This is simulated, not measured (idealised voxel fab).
The following is a process module called voxel gate over fins.
Cross-sectional view cut (width: 235 nm; square cell size: 5 nm).
Cross-section = grid of square cells, listed top down in bands; band = one or more rows. First you get the band's top height and its bottom height, in nm, and then the materials it's made of, left to right, with each width in nm. If you see a single material with "throughout", that one covers the band edge to edge. "empty" is empty space. Height is counted from the level 0, under which the received wafer is composed throughout of one material. The lowest of the bands is not closed at the bottom but continues downward, in the notation "z 0 and below". When a width is written as two numbers, as in "30 to 40", the first number is the width in the top row of cells of the band and the second is the width in its bottom row, and the width changes by the same amount from each row to the next. A step reported as "no modification" is a step in which no cell of the cross-section changed. Empty spaces without an open route to the top, at least 8 cells in extent, make up the entry "Trapped void list"; each is given as width x height at distance, where the distance is measured from the left edge, and all are in nm. Note: text after step settings on the step line = simulator remark on that step. Regarding "overlay nm": on a step with a mask, it is the distance the mask lay to the right of its planned place; a negative value places it to the left.

Planned process steps
1) RECEIVE with material Si
2) CONFORMAL_DEP with material SiN, thk nm 10
3) DIRECTIONAL_DEP with material aC, thk nm 15
4) PATTERN with tone cover, mask id FINS, material resist, width nm 15, pitch nm 45, thk nm 35, overlay nm 0
5) DIRECTIONAL_ETCH with etch materials aC, depth nm 15
6) STRIP with etch materials resist
7) DIRECTIONAL_ETCH with etch materials SiN, depth nm 10
8) DIRECTIONAL_ETCH with etch materials Si, depth nm 40
9) STRIP with etch materials aC
10) OXIDIZE with depth nm 5
11) FILL_DEP with material SiO2, thk nm 5
12) CMP with height nm 10
13) SELECTIVE_ETCH with etch materials SiO2, depth nm 20
14) STRIP with etch materials SiN
15) CONFORMAL_DEP with material HfO2, thk nm 5
16) CONFORMAL_DEP with material TiN, thk nm 5
17) FILL_DEP with material W, thk nm 10
18) CMP with height nm 15
19) CONFORMAL_DEP with material SiN, thk nm 10

First of two wafers, processed according to plan

Cross-section of the wafer at receipt, which is the condition after step 1
    z 0 and below | Si throughout
    Trapped void list: none

You're looking at a cross-section of the wafer after step 2
    z 10 to 0 | SiN throughout
    Unchanged below 0.

You're looking at a cross-section of the wafer after step 3
    z 25 to 10 | aC throughout
    Unchanged below 10.

You're looking at a cross-section of the wafer after step 4
    z 60 to 25 | empty 85, then resist 15, then empty 30, then resist 15, then empty 90
    Unchanged below 25.

You're looking at a cross-section of the wafer after step 5
    z 45 to 25 | empty 85, then resist 15, then empty 30, then resist 15, then empty 90
    z 25 to 10 | empty 85, then aC 15, then empty 30, then aC 15, then empty 90
    Unchanged below 10.

You're looking at a cross-section of the wafer after step 6
    z 25 to 10 | empty 85, then aC 15, then empty 30, then aC 15, then empty 90
    Unchanged below 10.

You're looking at a cross-section of the wafer after step 7
    z 25 to 10 | empty 85, then aC 15, then empty 30, then aC 15, then empty 90
    z 10 to 0 | empty 85, then SiN 15, then empty 30, then SiN 15, then empty 90
    Unchanged below 0.

You're looking at a cross-section of the wafer after step 8
    z 25 to 10 | empty 85, then aC 15, then empty 30, then aC 15, then empty 90
    z 10 to 0 | empty 85, then SiN 15, then empty 30, then SiN 15, then empty 90
    z 0 to -40 | empty 85, then Si 15, then empty 30, then Si 15, then empty 90
    Unchanged below -40.

You're looking at a cross-section of the wafer after step 9
    z 10 to 0 | empty 85, then SiN 15, then empty 30, then SiN 15, then empty 90
    Unchanged below 0.

You're looking at a cross-section of the wafer after step 10
    z 10 to 0 | empty 85, then SiN 15, then empty 30, then SiN 15, then empty 90
    z 0 to -40 | empty 85, then SiO2 5, then Si 5, then SiO2 5, then empty 30, then SiO2 5, then Si 5, then SiO2 5, then empty 90
    z -40 to -45 | SiO2 90, then Si 5, then SiO2 40, then Si 5, then SiO2 95
    Unchanged below -45.

You're looking at a cross-section of the wafer after step 11
    z 15 to 10 | SiO2 throughout
    z 10 to 0 | SiO2 85, then SiN 15, then SiO2 30, then SiN 15, then SiO2 90
    z 0 to -45 | SiO2 90, then Si 5, then SiO2 40, then Si 5, then SiO2 95
    Unchanged below -45.

You're looking at a cross-section of the wafer after step 12
    z 10 to 0 | SiO2 85, then SiN 15, then SiO2 30, then SiN 15, then SiO2 90
    Unchanged below 0.

You're looking at a cross-section of the wafer after step 13
    z 10 to 0 | empty 85, then SiN 15, then empty 30, then SiN 15, then empty 90
    z 0 to -10 | empty 90, then Si 5, then empty 40, then Si 5, then empty 95
    Unchanged below -10.

You're looking at a cross-section of the wafer after step 14
    z 0 to -10 | empty 90, then Si 5, then empty 40, then Si 5, then empty 95
    Unchanged below -10.

You're looking at a cross-section of the wafer after step 15
    z 5 to 0 | empty 85, then HfO2 15, then empty 30, then HfO2 15, then empty 90
    z 0 to -5 | empty 85, then HfO2 5, then Si 5, then HfO2 5, then empty 30, then HfO2 5, then Si 5, then HfO2 5, then empty 90
    z -5 to -10 | HfO2 90, then Si 5, then HfO2 40, then Si 5, then HfO2 95
    Unchanged below -10.

You're looking at a cross-section of the wafer after step 16
    z 10 to 5 | empty 80, then TiN 25, then empty 20, then TiN 25, then empty 85
    z 5 to 0 | empty 80, then TiN 5, then HfO2 15, then TiN 5, then empty 20, then TiN 5, then HfO2 15, then TiN 5, then empty 85
    z 0 to -5 | TiN 85, then HfO2 5, then Si 5, then HfO2 5, then TiN 30, then HfO2 5, then Si 5, then HfO2 5, then TiN 90
    Unchanged below -5.

You're looking at a cross-section of the wafer after step 17
    z 20 to 10 | W throughout
    z 10 to 5 | W 80, then TiN 25, then W 20, then TiN 25, then W 85
    z 5 to 0 | W 80, then TiN 5, then HfO2 15, then TiN 5, then W 20, then TiN 5, then HfO2 15, then TiN 5, then W 85
    Unchanged below 0.

You're looking at a cross-section of the wafer after step 18
    z 15 to 10 | W throughout
    Unchanged below 10.

You're looking at a cross-section of the wafer after step 19
    z 25 to 15 | SiN throughout
    Unchanged below 15.

Second wafer - shared start and plan with the first - one error in running - same as the first up to step 17 inclusive

Cross-sectional representation of the second wafer at the time designated in the plan for the completion of step 18
    z 10 to 5 | W 80, then TiN 25, then W 20, then TiN 25, then W 85
    Unchanged below 5.

Cross-sectional representation of the second wafer at the time designated in the plan for the completion of step 19
    z 20 to 10 | SiN throughout
    Unchanged below 10.
Misprocessing identified: in deviation from the planned setting, step 18 was conducted as CMP with height nm 10
Heads up, by the end the second wafer has more or fewer cells of some materials compared to the first: 47 fewer of W
